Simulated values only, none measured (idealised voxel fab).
process module | voxel ribs on slabs
Each square cell in cross-section cut measures 5 nm, and the section as a whole is 175 nm wide.
A cross-section is a grid of square cells, given in bands from the top down. A band is one or more rows of cells.
In this notation a band is specified by the heights of its top and bottom, in that order and in nm, after which its materials appear from left to right, each paired with its width in nm. The word "full width" attached to a single material means that material fills the band from edge to edge; the word "blank" stands for empty space.
All heights in this document are referenced to 0, defined as the level beneath which the wafer, as received, consists entirely of one material. The lowest band is not bounded below; it extends indefinitely downward and is written in the form "0 and below".
Top row gets the first number, bottom row gets the second, and each row in between changes by the same step: that is how a band width like "30 to 40" works.
When a step is marked "remained unchanged", none of the cells in the cross-section changed during that step.
"closed voids" specifies each empty space that is not open to the top and that occupies no fewer than 8 cells, using the form width x height at distance, the distance measured from the left edge and all three quantities in nm.
Formally, on a step line, whatever follows the settings is a remark that the simulator itself makes on the step.
overlay nm: on a step with a mask, how far right of its planned place the mask lay; negative means left.
The process steps that were planned are listed below
- 1: RECEIVE: material Si
- 2: DIRECTIONAL_DEP: material SiO2, thk nm 25
- 3: DIRECTIONAL_DEP: material polySi, thk nm 15
- 4: DIRECTIONAL_DEP: material aC, thk nm 10
- 5: PATTERN: tone cover, mask id RIB, material resist, width nm 20, thk nm 25, overlay nm 0
- 6: DIRECTIONAL_ETCH: etch materials aC, depth nm 10
- 7: STRIP: etch materials resist
- 8: DIRECTIONAL_ETCH: etch materials polySi, depth nm 10
- 9: STRIP: etch materials aC
- 10: PATTERN: tone cover, mask id SLAB, material resist, width nm 70, thk nm 15, overlay nm 0
- 11: DIRECTIONAL_ETCH: etch materials polySi, depth nm 5
- 12: STRIP: etch materials resist
- 13: FILL_DEP: material SiO2, thk nm 25
- 14: CMP: height nm 60
- 15: DIRECTIONAL_DEP: material TiN, thk nm 10
- 16: DIRECTIONAL_DEP: material aC, thk nm 15
- 17: PATTERN: tone cover, mask id HEATER, material resist, width nm 30, thk nm 35, overlay nm 0
- 18: DIRECTIONAL_ETCH: etch materials aC, depth nm 15
- 19: STRIP: etch materials resist
- 20: DIRECTIONAL_ETCH: etch materials TiN, depth nm 10
- 21: STRIP: etch materials aC
- 22: CONFORMAL_DEP: material SiO2, thk nm 5
Concerning the first of two wafers, which was run in accordance with the plan
So this is the incoming wafer in cross-section - it's already been through step 1
- 0 and below = Si full width
- closed voids: none
Cross-sectional representation of the wafer at the conclusion of step 2
- 25 down to 0 = SiO2 full width
- All layers under 0 are left as they were.
Cross-sectional representation of the wafer at the conclusion of step 3
- 40 down to 25 = polySi full width
- All layers under 25 are left as they were.
Cross-sectional representation of the wafer at the conclusion of step 4
- 50 down to 40 = aC full width
- All layers under 40 are left as they were.
Cross-sectional representation of the wafer at the conclusion of step 5
- 75 down to 50 = blank (75) / resist (20) / blank (80)
- All layers under 50 are left as they were.
Cross-sectional representation of the wafer at the conclusion of step 6
- 65 down to 50 = blank (75) / resist (20) / blank (80)
- 50 down to 40 = blank (75) / aC (20) / blank (80)
- All layers under 40 are left as they were.
Cross-sectional representation of the wafer at the conclusion of step 7
- 50 down to 40 = blank (75) / aC (20) / blank (80)
- All layers under 40 are left as they were.
Cross-sectional representation of the wafer at the conclusion of step 8
- 50 down to 40 = blank (75) / aC (20) / blank (80)
- 40 down to 30 = blank (75) / polySi (20) / blank (80)
- All layers under 30 are left as they were.
Cross-sectional representation of the wafer at the conclusion of step 9
- 40 down to 30 = blank (75) / polySi (20) / blank (80)
- All layers under 30 are left as they were.
Cross-sectional representation of the wafer at the conclusion of step 10
- 55 down to 40 = blank (50) / resist (70) / blank (55)
- 40 down to 30 = blank (50) / resist (25) / polySi (20) / resist (25) / blank (55)
- All layers under 30 are left as they were.
Cross-sectional representation of the wafer at the conclusion of step 11
- 55 down to 40 = blank (50) / resist (70) / blank (55)
- 40 down to 30 = blank (50) / resist (25) / polySi (20) / resist (25) / blank (55)
- 30 down to 25 = blank (50) / polySi (70) / blank (55)
- All layers under 25 are left as they were.
Cross-sectional representation of the wafer at the conclusion of step 12
- 40 down to 30 = blank (75) / polySi (20) / blank (80)
- All layers under 30 are left as they were.
Cross-sectional representation of the wafer at the conclusion of step 13
- 65 down to 40 = SiO2 full width
- 40 down to 30 = SiO2 (75) / polySi (20) / SiO2 (80)
- 30 down to 25 = SiO2 (50) / polySi (70) / SiO2 (55)
- All layers under 25 are left as they were.
Cross-sectional representation of the wafer at the conclusion of step 14
- 60 down to 40 = SiO2 full width
- All layers under 40 are left as they were.
Cross-sectional representation of the wafer at the conclusion of step 15
- 70 down to 60 = TiN full width
- All layers under 60 are left as they were.
Cross-sectional representation of the wafer at the conclusion of step 16
- 85 down to 70 = aC full width
- All layers under 70 are left as they were.
Cross-sectional representation of the wafer at the conclusion of step 17
- 120 down to 85 = blank (70) / resist (30) / blank (75)
- All layers under 85 are left as they were.
Cross-sectional representation of the wafer at the conclusion of step 18
- 105 down to 85 = blank (70) / resist (30) / blank (75)
- 85 down to 70 = blank (70) / aC (30) / blank (75)
- All layers under 70 are left as they were.
Cross-sectional representation of the wafer at the conclusion of step 19
- 85 down to 70 = blank (70) / aC (30) / blank (75)
- All layers under 70 are left as they were.
Cross-sectional representation of the wafer at the conclusion of step 20
- 85 down to 70 = blank (70) / aC (30) / blank (75)
- 70 down to 60 = blank (70) / TiN (30) / blank (75)
- All layers under 60 are left as they were.
Cross-sectional representation of the wafer at the conclusion of step 21
- 70 down to 60 = blank (70) / TiN (30) / blank (75)
- All layers under 60 are left as they were.
Cross-sectional representation of the wafer at the conclusion of step 22
- 75 down to 70 = blank (65) / SiO2 (40) / blank (70)
- 70 down to 65 = blank (65) / SiO2 (5) / TiN (30) / SiO2 (5) / blank (70)
- 65 down to 60 = SiO2 (70) / TiN (30) / SiO2 (75)
- All layers under 60 are left as they were.
The remaining wafer, second of the two, started like the first and was run to the same plan, except that one mistake was made along the way; the two coincide through step 16, inclusive
Cross-section: second wafer, time at which step 17 was scheduled to end
- 120 down to 85 = blank (70) / resist (35) / blank (70)
- All layers under 85 are left as they were.
Cross-section: second wafer, time at which step 18 was scheduled to end
- 105 down to 85 = blank (70) / resist (35) / blank (70)
- 85 down to 70 = blank (70) / aC (35) / blank (70)
- All layers under 70 are left as they were.
Cross-section: second wafer, time at which step 19 was scheduled to end
- 85 down to 70 = blank (70) / aC (35) / blank (70)
- All layers under 70 are left as they were.
Cross-section: second wafer, time at which step 20 was scheduled to end
- 85 down to 70 = blank (70) / aC (35) / blank (70)
- 70 down to 60 = blank (70) / TiN (35) / blank (70)
- All layers under 60 are left as they were.
Cross-section: second wafer, time at which step 21 was scheduled to end
- 70 down to 60 = blank (70) / TiN (35) / blank (70)
- All layers under 60 are left as they were.
Cross-section: second wafer, time at which step 22 was scheduled to end
- 75 down to 70 = blank (65) / SiO2 (45) / blank (65)
- 70 down to 65 = blank (65) / SiO2 (5) / TiN (35) / SiO2 (5) / blank (65)
- 65 down to 60 = SiO2 (70) / TiN (35) / SiO2 (70)
- All layers under 60 are left as they were.
Run error: step 17, actual vs plan mismatch, actual run PATTERN: tone cover, mask id HEATER, material resist, width nm 35, thk nm 35, overlay nm 0
Looking at both finished wafers in cells, the second ends up ahead of or behind the first on some materials: +2 TiN
